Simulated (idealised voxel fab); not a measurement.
A process module follows: voxel released beams.
Cross-section cut spans 255 nm and uses square cells 5 nm in size.
Cross-section, as written here: a square-cell grid given band by band from the top down, where a band holds one or more rows of cells.
Band: top and bottom heights (nm) first, top before bottom; then materials from left to right, widths in nm. "full width" marks a sole material filling the band edge to edge. "empty" denotes empty space.
Height reference: 0 = level under which incoming wafer is all one material. Lowest band: no bottom, runs on downward, e.g. "0 and below".
Graded width ("30 to 40"): value in top row of band = first number; value in bottom row = second number; row-to-row change constant.
Any step labelled "remained unchanged" changed none of the cells in the cross-section.
Each empty space that has no open way to the top and spans at least 8 cells appears under "Sealed void inventory" as width x height at distance, the distance counted from the left edge, all in nm.
Post-settings text on a step line: simulator's own remark regarding the step.
"overlay nm", when on a step's line for a step with a mask, measures how far to the right of its planned place the mask lay; a negative measure means to the left.

**Below is the list of planned process steps**
1,RECEIVE with material Si
2,CONFORMAL_DEP with material SiN, thk nm 10
3,DIRECTIONAL_DEP with material SiO2, thk nm 15
4,DIRECTIONAL_DEP with material aC, thk nm 15
5,PATTERN with tone open, mask id ANCHOR, material resist, width nm 45, thk nm 30, overlay nm 0
6,DIRECTIONAL_ETCH with etch materials aC, depth nm 15
7,STRIP with etch materials resist
8,DIRECTIONAL_ETCH with etch materials SiO2, depth nm 15
9,STRIP with etch materials aC
10,CONFORMAL_DEP with material TiN, thk nm 15
11,MASKED_ETCH with tone cover, mask id BEAM, width nm 95, etch materials TiN, depth nm 15, overlay nm 0
12,STRIP with etch materials SiO2

**As received (post step 1): cross-section**
  0 and below  Si full width
  Sealed void inventory: none

**First of two wafers, end-of-module section, run followed plan**
  40 down to 25  empty=75 / TiN=20 / empty=15 / TiN=60 / empty=85
  25 down to 10  empty=80 / TiN=45 / empty=130
  10 down to 0  SiN full width
  0 and below  Si full width
  Sealed void inventory: none

**Cross-section, wafer two of two, end of module: same start and plan as wafer one, one error in execution**
  55 down to 40  empty=75 / TiN=95 / empty=85
  40 down to 25  TiN full width
  25 down to 10  SiO2 full width
  10 down to 0  SiN full width
  0 and below  Si full width
  Sealed void inventory: none
What was the processing mistake? step 4 was processed under conditions differing from the plan, specifically as DIRECTIONAL_DEP with material TiN, thk nm 15
Final cells, second wafer relative to first, materials higher or lower: +153 SiO2; +135 TiN
